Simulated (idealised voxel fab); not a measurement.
The following process module bears the name voxel transistor to metal.
Section cut is 150 nm wide and gridded with 5 nm square cells.
Cross-section spec: square-cell grid; bands listed top down; each band is one or more rows. Quick guide to a band line: top height, bottom height (nm) up front; then every material left to right with its width in nm. Only one material and it's marked "everywhere"? Then it fills the band edge to edge. And "blank" just means empty space. Measure heights from 0. That's the level where, below it, the as-received wafer is all one material. The lowest band is bottomless and extends downward; write it as in "0..down". Width "30 to 40": first value at the band's top row of cells, second value at its bottom row, equal change from row to row. Given "no modifications" for a step, no cell of the cross-section differs between before and after that step. "Unvented voids" enumerates empty spaces isolated from the top, with no open way to it, that contain at least 8 cells, giving each as width x height at distance from the left edge, all three in nm. Read whatever lies past the settings on a step's line as the simulator's own remark about the step. overlay nm: step with mask; distance mask lay right of planned place; negative value = left of planned place.
[So here's the lineup of process steps we planned]
step 1: RECEIVE | material Si
step 2: CONFORMAL_DEP | material SiO2 | thk nm 5
step 3: CONFORMAL_DEP | material SiN | thk nm 10
step 4: PATTERN | tone cover | mask id ACTIVE | material resist | width nm 115 | thk nm 15 | overlay nm 0
step 5: DIRECTIONAL_ETCH | etch materials SiN | depth nm 10
step 6: DIRECTIONAL_ETCH | etch materials SiO2 | depth nm 5
step 7: DIRECTIONAL_ETCH | etch materials Si | depth nm 20
step 8: STRIP | etch materials resist
step 9: FILL_DEP | material SiO2 | thk nm 15
step 10: CMP | height nm 15
step 11: SELECTIVE_ETCH | etch materials SiO2 | depth nm 10
step 12: STRIP | etch materials SiN
step 13: SELECTIVE_ETCH | etch materials SiO2 | depth nm 5
step 14: OXIDIZE | depth nm 5
step 15: DIRECTIONAL_DEP | material polySi | thk nm 20
step 16: DIRECTIONAL_DEP | material SiCN | thk nm 10
step 17: DIRECTIONAL_DEP | material aC | thk nm 10
step 18: PATTERN | tone cover | mask id GATE | material resist | width nm 35 | thk nm 30 | overlay nm 0
step 19: DIRECTIONAL_ETCH | etch materials aC | depth nm 10
step 20: STRIP | etch materials resist
step 21: DIRECTIONAL_ETCH | etch materials SiCN | depth nm 20
step 22: DIRECTIONAL_ETCH | etch materials polySi | depth nm 30
step 23: STRIP | etch materials aC
step 24: CONFORMAL_DEP | material SiN | thk nm 5
step 25: DIRECTIONAL_ETCH | etch materials SiN | depth nm 5
step 26: DIRECTIONAL_ETCH | etch materials SiO2 | depth nm 5
step 27: DIRECTIONAL_ETCH | etch materials Si | depth nm 5
step 28: EPI | material SiGe | thk nm 10
step 29: FILL_DEP | material SiO2 | thk nm 10
step 30: CMP | height nm 20
step 31: STRIP | etch materials polySi
step 32: SELECTIVE_ETCH | etch materials SiO2 | depth nm 5
step 33: CONFORMAL_DEP | material HfO2 | thk nm 5
step 34: CONFORMAL_DEP | material TiN | thk nm 5
step 35: FILL_DEP | material W | thk nm 5
step 36: CMP | height nm 15
step 37: DIRECTIONAL_DEP | material SiO2 | thk nm 10
step 38: PATTERN | tone open | mask id CONTACT | material resist | width nm 15 | pitch nm 90 | thk nm 20 | overlay nm 0
step 39: DIRECTIONAL_ETCH | etch materials SiO2 | depth nm 25
step 40: STRIP | etch materials resist
step 41: CONFORMAL_DEP | material TiN | thk nm 5
step 42: FILL_DEP | material W | thk nm 5
step 43: CMP | height nm 25
step 44: CONFORMAL_DEP | material SiCN | thk nm 5
step 45: DIRECTIONAL_DEP | material lowk | thk nm 20
step 46: PATTERN | tone open | mask id METAL_1 | material resist | width nm 15 | pitch nm 90 | thk nm 15 | overlay nm 0
step 47: DIRECTIONAL_ETCH | etch materials lowk | depth nm 20
step 48: DIRECTIONAL_ETCH | etch materials SiCN | depth nm 5
step 49: STRIP | etch materials resist
step 50: CONFORMAL_DEP | material TiN | thk nm 5
step 51: FILL_DEP | material Ru | thk nm 5
step 52: CMP | height nm 50
step 53: EPI | material Ru | thk nm 5
step 54: FILL_DEP | material SiCN | thk nm 5
[As-received wafer cross-section (after step 1)]
	0..down = Si everywhere
	Unvented voids: none
[First of two wafers: cross-section at end of module, run per plan]
	60..55 = SiCN everywhere
	55..50 = 15 of SiCN, 25 of Ru, 65 of SiCN, 25 of Ru, 20 of SiCN
	50..30 = 20 of lowk, 5 of TiN, 5 of Ru, 5 of TiN, 75 of lowk, 5 of TiN, 5 of Ru, 5 of TiN, 25 of lowk
	30..25 = 20 of SiCN, 15 of TiN, 75 of SiCN, 15 of TiN, 25 of SiCN
	25..15 = 20 of SiO2, 5 of TiN, 5 of W, 5 of TiN, 75 of SiO2, 5 of TiN, 5 of W, 5 of TiN, 25 of SiO2
	15..5 = 20 of SiO2, 5 of TiN, 5 of W, 5 of TiN, 15 of SiO2, 5 of SiN, 5 of HfO2, 5 of TiN, 15 of W, 5 of TiN, 5 of HfO2, 5 of SiN, 15 of SiO2, 5 of TiN, 5 of W, 5 of TiN, 25 of SiO2
	5..0 = 20 of SiO2, 15 of TiN, 5 of SiO2, 10 of SiGe, 5 of SiN, 5 of HfO2, 25 of TiN, 5 of HfO2, 5 of SiN, 10 of SiGe, 5 of SiO2, 15 of TiN, 25 of SiO2
	0..-5 = 10 of SiO2, 40 of SiGe, 45 of HfO2, 40 of SiGe, 15 of SiO2
	-5..-10 = 15 of SiO2, 35 of SiGe, 45 of Si, 35 of SiGe, 20 of SiO2
	-10..-20 = 15 of SiO2, 115 of Si, 20 of SiO2
	-20..down = Si everywhere
	Unvented voids: none
[Wafer two, sectioned after the module: the first wafer's start, the first wafer's plan, and one mistake in how it was run]
	60..55 = SiCN everywhere
	55..50 = 15 of SiCN, 25 of Ru, 65 of SiCN, 25 of Ru, 20 of SiCN
	50..45 = 20 of SiCN, 15 of TiN, 75 of SiCN, 15 of TiN, 25 of SiCN
	45..25 = lowk everywhere
	25..15 = 20 of SiO2, 5 of TiN, 5 of W, 5 of TiN, 75 of SiO2, 5 of TiN, 5 of W, 5 of TiN, 25 of SiO2
	15..5 = 20 of SiO2, 5 of TiN, 5 of W, 5 of TiN, 15 of SiO2, 5 of SiN, 5 of HfO2, 5 of TiN, 15 of W, 5 of TiN, 5 of HfO2, 5 of SiN, 15 of SiO2, 5 of TiN, 5 of W, 5 of TiN, 25 of SiO2
	5..0 = 20 of SiO2, 15 of TiN, 5 of SiO2, 10 of SiGe, 5 of SiN, 5 of HfO2, 25 of TiN, 5 of HfO2, 5 of SiN, 10 of SiGe, 5 of SiO2, 15 of TiN, 25 of SiO2
	0..-5 = 10 of SiO2, 40 of SiGe, 45 of HfO2, 40 of SiGe, 15 of SiO2
	-5..-10 = 15 of SiO2, 35 of SiGe, 45 of Si, 35 of SiGe, 20 of SiO2
	-10..-20 = 15 of SiO2, 115 of Si, 20 of SiO2
	-20..down = Si everywhere
	Unvented voids: none
Misprocessing identified: a sequencing error occurred in which plan steps 44 and 45 were transposed
End check, counted in cells, second wafer has more or fewer of these materials than the first: Ru: 8 fewer | TiN: 16 fewer | lowk: 24 more
